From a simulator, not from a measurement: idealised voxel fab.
The following is a process module called voxel spacer lines.
Displayed cross-section: cut, width of 180 nm, square cells sized 5 nm.
We lay out every cross-section as a grid of square cells and spell it out in bands from the top down, where one band means one or more rows of cells.
Look at the band entry: it leads with the top's height and the bottom's height in nm. Then it lists the materials left to right, with a width in nm for each. The word "all across" on a single material says that material fills the band edge to edge. The word "blank" is empty space.
All heights in this document are referenced to 0, defined as the level beneath which the wafer, as received, consists entirely of one material. The lowest band is not bounded below; it extends indefinitely downward and is written in the form "0 nm and below".
With a width like "30->40", each row of cells in the band differs from the next by the same amount, the top row carrying the first number and the bottom row the second.
No cell of the cross-section changed in a step that is given as "nothing changed".
Reported under the label "Unvented cavities" are the empty spaces having no open way to the top and comprising 8 cells or more; the notation for each is width x height at distance, in which the distance is measured from the left edge and all three values are in nm.
If you see something after the settings on a step's line, that's the simulator's own remark about that step.
"overlay nm" denotes, for a step that has a mask, the displacement of the mask to the right of its planned place, with negative values corresponding to the left.

Process steps - plan
1) RECEIVE | material Si
2) CONFORMAL_DEP | material Al2O3 | thk nm 5
3) DIRECTIONAL_DEP | material W | thk nm 10
4) DIRECTIONAL_DEP | material aC | thk nm 30
5) PATTERN | tone cover | mask id MANDREL | material resist | width nm 15 | pitch nm 50 | thk nm 35 | overlay nm 0
6) DIRECTIONAL_ETCH | etch materials aC | depth nm 30
7) STRIP | etch materials resist
8) CONFORMAL_DEP | material SiO2 | thk nm 10
9) DIRECTIONAL_ETCH | etch materials SiO2 | depth nm 10
10) STRIP | etch materials aC
11) DIRECTIONAL_ETCH | etch materials W | depth nm 10
12) STRIP | etch materials SiO2
13) FILL_DEP | material lowk | thk nm 10
14) CMP | height nm 15

Here's what the wafer looked like in cross-section when it arrived - that's after step 1
  0 nm and below: Si all across
  Unvented cavities: none

Wafer cross-section at end of module: start and plan as shown above, one execution error
  15 nm to 5 nm: 15 of lowk | 10 of W | 25 of lowk | 10 of W | 5 of lowk | 10 of W | 25 of lowk | 10 of W | 5 of lowk | 10 of W | 25 of lowk | 10 of W | 20 of lowk
  5 nm to 0 nm: Al2O3 all across
  0 nm and below: Si all across
  Unvented cavities: none
Heads up, the wafer didn't run the way we planned it: step 5 off recipe, ran as PATTERN | tone cover | mask id MANDREL | material resist | width nm 25 | pitch nm 50 | thk nm 35 | overlay nm 0
